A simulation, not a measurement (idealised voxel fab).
Documented hereafter: the process module known as voxel transistor to metal.
Displayed cross-section: cut, width of 200 nm, square cells sized 5 nm.
Cross-section layout: square cells on a grid; listed as bands, top to bottom; a band spans one or more cell rows. Top, bottom (nm), then materials left to right with widths (nm); lone material tagged "edge to edge" fills the whole band edge to edge; "blank" = empty space. Note: height 0 marks the level under which the wafer is uniformly one material as received. Lowest band unbounded below, written "0 down". Width: "30 to 40" (first number = top row, second number = bottom row, same change from row to row of cells). Basically "nothing different" means that step didn't change any cell in the cross-section. "Enclosed empty spaces": empty spaces of 8 cells or more with no open way to the top, each given as width x height at distance, distance from the left edge, all in nm. Step line, after settings: the simulator's comment on this step. If you see "overlay nm" on a step's line and that step has a mask, it's telling you how far right of where it was planned the mask ended up; a negative number means it went left instead.
**The process steps that were planned are listed below**
1. RECEIVE with material Si
2. OXIDIZE with depth nm 5
3. CONFORMAL_DEP with material SiN, thk nm 15
4. MASKED_ETCH with tone cover, mask id ACTIVE, width nm 105, etch materials SiN, depth nm 15, overlay nm 0
5. MASKED_ETCH with tone cover, mask id ACTIVE, width nm 105, etch materials SiO2, depth nm 5, overlay nm 0
6. MASKED_ETCH with tone cover, mask id ACTIVE, width nm 105, etch materials Si, depth nm 25, overlay nm 0
7. FILL_DEP with material SiO2, thk nm 5
8. CMP with height nm 15
9. SELECTIVE_ETCH with etch materials SiO2, depth nm 5
10. STRIP with etch materials SiN
11. SELECTIVE_ETCH with etch materials SiO2, depth nm 5
12. OXIDIZE with depth nm 5
13. DIRECTIONAL_DEP with material polySi, thk nm 20
14. DIRECTIONAL_DEP with material SiCN, thk nm 15
15. PATTERN with tone cover, mask id GATE, material resist, width nm 25, thk nm 15, overlay nm 0
16. DIRECTIONAL_ETCH with etch materials SiCN, depth nm 25
17. DIRECTIONAL_ETCH with etch materials polySi, depth nm 30
18. STRIP with etch materials resist
19. CONFORMAL_DEP with material SiN, thk nm 10
20. DIRECTIONAL_ETCH with etch materials SiN, depth nm 10
21. DIRECTIONAL_ETCH with etch materials SiO2, depth nm 5
22. DIRECTIONAL_ETCH with etch materials Si, depth nm 5
23. EPI with material pSi, thk nm 5
24. FILL_DEP with material SiO2, thk nm 5
25. CMP with height nm 15
26. STRIP with etch materials polySi
27. SELECTIVE_ETCH with etch materials SiO2, depth nm 5
28. CONFORMAL_DEP with material HfO2, thk nm 5
29. CONFORMAL_DEP with material TiN, thk nm 5
30. FILL_DEP with material W, thk nm 10
31. CMP with height nm 10
32. DIRECTIONAL_DEP with material SiO2, thk nm 15
33. MASKED_ETCH with tone open, mask id CONTACT, width nm 15, pitch nm 80, etch materials SiO2, depth nm 35, overlay nm 0
34. CONFORMAL_DEP with material TiN, thk nm 5
35. FILL_DEP with material W, thk nm 10
36. CMP with height nm 25
37. CONFORMAL_DEP with material SiN, thk nm 5
38. DIRECTIONAL_DEP with material lowk, thk nm 25
39. DIRECTIONAL_DEP with material aC, thk nm 10
40. PATTERN with tone open, mask id METAL_1, material resist, width nm 15, pitch nm 80, thk nm 30, overlay nm 0
41. DIRECTIONAL_ETCH with etch materials aC, depth nm 10
42. STRIP with etch materials resist
43. DIRECTIONAL_ETCH with etch materials lowk, depth nm 25
44. DIRECTIONAL_ETCH with etch materials SiN, depth nm 5
45. STRIP with etch materials aC
46. CONFORMAL_DEP with material TiN, thk nm 5
47. FILL_DEP with material Ru, thk nm 5
48. CMP with height nm 55
49. CONFORMAL_DEP with material SiN, thk nm 5
What sets these wafers apart? The depth nm at step 9. They all start alike, and the plan carries the first wafer's value.
**The first of several wafers in cross-section, exactly as it reached us after step 1**
  0 down  Si edge to edge
  Enclosed empty spaces: none
**Heads up, this table goes wafer by wafer. A row tells you, at the end of the module, how many cells of each material that wafer has put on (+) or dropped (-) since it was received, and then its closed voids**
depth nm 5 | +13 HfO2 | +10 Ru | -166 Si | +94 SiN | +270 SiO2 | +63 TiN | +12 W | +170 lowk | +14 pSi | Enclosed empty spaces: none
depth nm 10 | +13 HfO2 | +10 Ru | -166 Si | +90 SiN | +274 SiO2 | +63 TiN | +12 W | +170 lowk | +14 pSi | Enclosed empty spaces: none
depth nm 15 | +13 HfO2 | +10 Ru | -168 Si | +86 SiN | +278 SiO2 | +63 TiN | +14 W | +170 lowk | +14 pSi | Enclosed empty spaces: none
depth nm 20 | +13 HfO2 | +10 Ru | -168 Si | +90 SiN | +276 SiO2 | +63 TiN | +14 W | +170 lowk | +12 pSi | Enclosed empty spaces: none
depth nm 25 | +13 HfO2 | +10 Ru | -170 Si | +94 SiN | +274 SiO2 | +63 TiN | +14 W | +170 lowk | +12 pSi | Enclosed empty spaces: none
depth nm 30 | +13 HfO2 | +10 Ru | -172 Si | +98 SiN | +272 SiO2 | +63 TiN | +14 W | +170 lowk | +12 pSi | Enclosed empty spaces: none
